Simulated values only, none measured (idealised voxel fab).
Process module heading - voxel released beams
FYI the section here is cut, 200 nm wide, cells are 5 nm squares.
Cross-section format: a grid of square cells, given as bands from top to bottom; each band is one or more rows of cells.
Look at the band entry: it leads with the top's height and the bottom's height in nm. Then it lists the materials left to right, with a width in nm for each. The word "throughout" on a single material says that material fills the band edge to edge. The word "air" is empty space.
Heights from 0 (as-received wafer is one material below). Bottom band endless downward, as "0 and below".
So if you see something like "30..40" for the width, read it as the top row of the band sitting at the first number and the bottom row at the second, with every row in between moving by the same amount as the last.
Basically "left unchanged" means that step didn't change any cell in the cross-section.
"Sealed voids" contains a list of empty spaces, each no smaller than 8 cells and without an open way to the top, written in the form width x height at distance with the distance from the left edge and all three in nm.
If you see something after the settings on a step's line, that's the simulator's own remark about that step.
overlay nm: how far to the right of its planned place the mask lay on this masked step (negative: to the left).
The following list gives the planned process steps
| 1 | RECEIVE, material Si |
| 2 | CONFORMAL_DEP, material Al2O3, thk nm 10 |
| 3 | DIRECTIONAL_DEP, material SiO2, thk nm 20 |
| 4 | PATTERN, tone open, mask id ANCHOR, material resist, width nm 25, thk nm 20, overlay nm 0 |
| 5 | DIRECTIONAL_ETCH, etch materials SiO2, depth nm 20 |
| 6 | STRIP, etch materials resist |
| 7 | CONFORMAL_DEP, material W, thk nm 10 |
| 8 | MASKED_ETCH, tone cover, mask id BEAM, width nm 90, etch materials W, depth nm 10, overlay nm 0 |
| 9 | STRIP, etch materials SiO2 |
The first wafer of two, processed as planned
The cross-section here shows the wafer as received, i.e. in its state after step 1
  0 and below: Si throughout
  Sealed voids: none
So this is the wafer cross-section right after step 2
  10 down to 0: Al2O3 throughout
  Anything lower than 0 is untouched.
So this is the wafer cross-section right after step 3
  30 down to 10: SiO2 throughout
  Anything lower than 10 is untouched.
So this is the wafer cross-section right after step 4
  50 down to 30: 55 resist | 25 air | 120 resist
  Anything lower than 30 is untouched.
So this is the wafer cross-section right after step 5
  50 down to 30: 55 resist | 25 air | 120 resist
  30 down to 10: 55 SiO2 | 25 air | 120 SiO2
  Anything lower than 10 is untouched.
So this is the wafer cross-section right after step 6
  30 down to 10: 55 SiO2 | 25 air | 120 SiO2
  Anything lower than 10 is untouched.
So this is the wafer cross-section right after step 7
  40 down to 30: 65 W | 5 air | 130 W
  30 down to 20: 55 SiO2 | 10 W | 5 air | 10 W | 120 SiO2
  20 down to 10: 55 SiO2 | 25 W | 120 SiO2
  Anything lower than 10 is untouched.
So this is the wafer cross-section right after step 8
  40 down to 30: 50 air | 15 W | 5 air | 70 W | 60 air
  Anything lower than 30 is untouched.
So this is the wafer cross-section right after step 9
  40 down to 30: 50 air | 15 W | 5 air | 70 W | 60 air
  30 down to 20: 55 air | 10 W | 5 air | 10 W | 120 air
  20 down to 10: 55 air | 25 W | 120 air
  Anything lower than 10 is untouched.
Notes, second wafer: start = first wafer's, plan = first wafer's, execution had one mistake; history identical to first through step 1
Second wafer, sectioned view, at step 2's planned end time: left unchanged
Second wafer, sectioned view, at step 3's planned end time
  20 down to 0: SiO2 throughout
  Anything lower than 0 is untouched.
Second wafer, sectioned view, at step 4's planned end time
  40 down to 20: 55 resist | 25 air | 120 resist
  Anything lower than 20 is untouched.
Second wafer, sectioned view, at step 5's planned end time
  40 down to 20: 55 resist | 25 air | 120 resist
  20 down to 0: 55 SiO2 | 25 air | 120 SiO2
  Anything lower than 0 is untouched.
Second wafer, sectioned view, at step 6's planned end time
  20 down to 0: 55 SiO2 | 25 air | 120 SiO2
  Anything lower than 0 is untouched.
Second wafer, sectioned view, at step 7's planned end time
  30 down to 20: 65 W | 5 air | 130 W
  20 down to 10: 55 SiO2 | 10 W | 5 air | 10 W | 120 SiO2
  10 down to 0: 55 SiO2 | 25 W | 120 SiO2
  Anything lower than 0 is untouched.
Second wafer, sectioned view, at step 8's planned end time
  30 down to 20: 50 air | 15 W | 5 air | 70 W | 60 air
  Anything lower than 20 is untouched.
Second wafer, sectioned view, at step 9's planned end time
  30 down to 20: 50 air | 15 W | 5 air | 70 W | 60 air
  20 down to 10: 55 air | 10 W | 5 air | 10 W | 120 air
  10 down to 0: 55 air | 25 W | 120 air
  Anything lower than 0 is untouched.
Heads up, the wafer didn't run the way we planned it: step 2 from the plan never happened, it was just skipped
Wrapping up, a cell-based count of both wafers puts the second over or under the first for these materials: Al2O3 -80
